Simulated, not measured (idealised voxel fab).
Proc. module: voxel fin reveal
For reference, the cross-section in this document is cut, with width 195 nm and square cells of 5 nm.
Cross-sections here: square-cell grids, written as top-down lists of bands, a band being one or more rows of cells. The band entry comprises the height of the band's top followed by the height of its bottom, expressed in nm, and subsequently the band's materials from left to right, each stated together with its width in nm. Where a single material is marked with the word "everywhere", that material fills the band from edge to edge. The word "blank" represents empty space. Zero point of the height axis is 0; under it, received wafer = one material. Lowest band: continues down indefinitely, "0 -> down". Width spec "30 to 40" -> top row of cells at first value, bottom row at second value, equal per-row change in between. Where a step carries "stayed the same", the cross-section came out of it unchanged, cell for cell. The list in "Voids, enclosed" covers empty spaces of 8 cells or more that cannot reach the top through any open way, and it gives each as width x height at distance; the distance is from the left edge, and width, height and distance are in nm. Text after the settings on a step's line: the simulator's own remark on that step. For masked steps, "overlay nm" on the step line gives how far right of plan the mask actually lay; a minus sign means it lay to the left.
[Below is the list of planned process steps]
1,RECEIVE,material Si
2,CONFORMAL_DEP,material SiN,thk nm 10
3,DIRECTIONAL_DEP,material aC,thk nm 10
4,PATTERN,tone cover,mask id FINS,material resist,width nm 15,pitch nm 40,thk nm 30,overlay nm 0
5,DIRECTIONAL_ETCH,etch materials aC,depth nm 10
6,STRIP,etch materials resist
7,DIRECTIONAL_ETCH,etch materials SiN,depth nm 10
8,DIRECTIONAL_ETCH,etch materials Si,depth nm 40
9,STRIP,etch materials aC
10,OXIDIZE,depth nm 5
11,FILL_DEP,material SiO2,thk nm 15
12,CMP,height nm 10
13,SELECTIVE_ETCH,etch materials SiO2,depth nm 40
14,STRIP,etch materials SiN
15,CONFORMAL_DEP,material SiO2,thk nm 5
[First of the two wafers, run per plan]
[Cross-section of the wafer upon arrival, representing the state reached after step 1]
0 -> down = Si everywhere
Voids, enclosed: none
[Upon completion of step 2, the wafer appears in cross-section as shown]
10 -> 0 = SiN everywhere
No changes below 0.
[Upon completion of step 3, the wafer appears in cross-section as shown]
20 -> 10 = aC everywhere
No changes below 10.
[Upon completion of step 4, the wafer appears in cross-section as shown]
50 -> 20 = blank 70 nm  resist 15 nm  blank 25 nm  resist 15 nm  blank 70 nm
No changes below 20.
[Upon completion of step 5, the wafer appears in cross-section as shown]
40 -> 20 = blank 70 nm  resist 15 nm  blank 25 nm  resist 15 nm  blank 70 nm
20 -> 10 = blank 70 nm  aC 15 nm  blank 25 nm  aC 15 nm  blank 70 nm
No changes below 10.
[Upon completion of step 6, the wafer appears in cross-section as shown]
20 -> 10 = blank 70 nm  aC 15 nm  blank 25 nm  aC 15 nm  blank 70 nm
No changes below 10.
[Upon completion of step 7, the wafer appears in cross-section as shown]
20 -> 10 = blank 70 nm  aC 15 nm  blank 25 nm  aC 15 nm  blank 70 nm
10 -> 0 = blank 70 nm  SiN 15 nm  blank 25 nm  SiN 15 nm  blank 70 nm
No changes below 0.
[Upon completion of step 8, the wafer appears in cross-section as shown]
20 -> 10 = blank 70 nm  aC 15 nm  blank 25 nm  aC 15 nm  blank 70 nm
10 -> 0 = blank 70 nm  SiN 15 nm  blank 25 nm  SiN 15 nm  blank 70 nm
0 -> -40 = blank 70 nm  Si 15 nm  blank 25 nm  Si 15 nm  blank 70 nm
No changes below -40.
[Upon completion of step 9, the wafer appears in cross-section as shown]
10 -> 0 = blank 70 nm  SiN 15 nm  blank 25 nm  SiN 15 nm  blank 70 nm
No changes below 0.
[Upon completion of step 10, the wafer appears in cross-section as shown]
10 -> 0 = blank 70 nm  SiN 15 nm  blank 25 nm  SiN 15 nm  blank 70 nm
0 -> -40 = blank 70 nm  SiO2 5 nm  Si 5 nm  SiO2 5 nm  blank 25 nm  SiO2 5 nm  Si 5 nm  SiO2 5 nm  blank 70 nm
-40 -> -45 = SiO2 75 nm  Si 5 nm  SiO2 35 nm  Si 5 nm  SiO2 75 nm
No changes below -45.
[Upon completion of step 11, the wafer appears in cross-section as shown]
25 -> 10 = SiO2 everywhere
10 -> 0 = SiO2 70 nm  SiN 15 nm  SiO2 25 nm  SiN 15 nm  SiO2 70 nm
0 -> -45 = SiO2 75 nm  Si 5 nm  SiO2 35 nm  Si 5 nm  SiO2 75 nm
No changes below -45.
[Upon completion of step 12, the wafer appears in cross-section as shown]
10 -> 0 = SiO2 70 nm  SiN 15 nm  SiO2 25 nm  SiN 15 nm  SiO2 70 nm
No changes below 0.
[Upon completion of step 13, the wafer appears in cross-section as shown]
10 -> 0 = blank 70 nm  SiN 15 nm  blank 25 nm  SiN 15 nm  blank 70 nm
0 -> -30 = blank 75 nm  Si 5 nm  blank 35 nm  Si 5 nm  blank 75 nm
No changes below -30.
[Upon completion of step 14, the wafer appears in cross-section as shown]
0 -> -30 = blank 75 nm  Si 5 nm  blank 35 nm  Si 5 nm  blank 75 nm
No changes below -30.
[Upon completion of step 15, the wafer appears in cross-section as shown]
5 -> 0 = blank 70 nm  SiO2 15 nm  blank 25 nm  SiO2 15 nm  blank 70 nm
0 -> -25 = blank 70 nm  SiO2 5 nm  Si 5 nm  SiO2 5 nm  blank 25 nm  SiO2 5 nm  Si 5 nm  SiO2 5 nm  blank 70 nm
-25 -> -45 = SiO2 75 nm  Si 5 nm  SiO2 35 nm  Si 5 nm  SiO2 75 nm
No changes below -45.
[Notes, second wafer: start = first wafer's, plan = first wafer's, execution had one mistake; history identical to first through step 10]
[Planned end of step 11: second wafer, cross-section]
25 -> 0 = SiN everywhere
0 -> -40 = SiN 70 nm  SiO2 5 nm  Si 5 nm  SiO2 5 nm  SiN 25 nm  SiO2 5 nm  Si 5 nm  SiO2 5 nm  SiN 70 nm
No changes below -40.
[Planned end of step 12: second wafer, cross-section]
10 -> 0 = SiN everywhere
No changes below 0.
Planned end of step 13: second wafer, cross-section: stayed the same
[Planned end of step 14: second wafer, cross-section]
0 -> -40 = blank 70 nm  SiO2 5 nm  Si 5 nm  SiO2 5 nm  blank 25 nm  SiO2 5 nm  Si 5 nm  SiO2 5 nm  blank 70 nm
No changes below -40.
[Planned end of step 15: second wafer, cross-section]
5 -> 0 = blank 65 nm  SiO2 25 nm  blank 15 nm  SiO2 25 nm  blank 65 nm
0 -> -35 = blank 65 nm  SiO2 10 nm  Si 5 nm  SiO2 10 nm  blank 15 nm  SiO2 10 nm  Si 5 nm  SiO2 10 nm  blank 65 nm
-35 -> -45 = SiO2 75 nm  Si 5 nm  SiO2 35 nm  Si 5 nm  SiO2 75 nm
No changes below -45.
Misprocessing identified: step 11 did not use the planned setting and instead ran as FILL_DEP,material SiN,thk nm 15
Final cells, second wafer relative to first, materials higher or lower: -34 SiO2
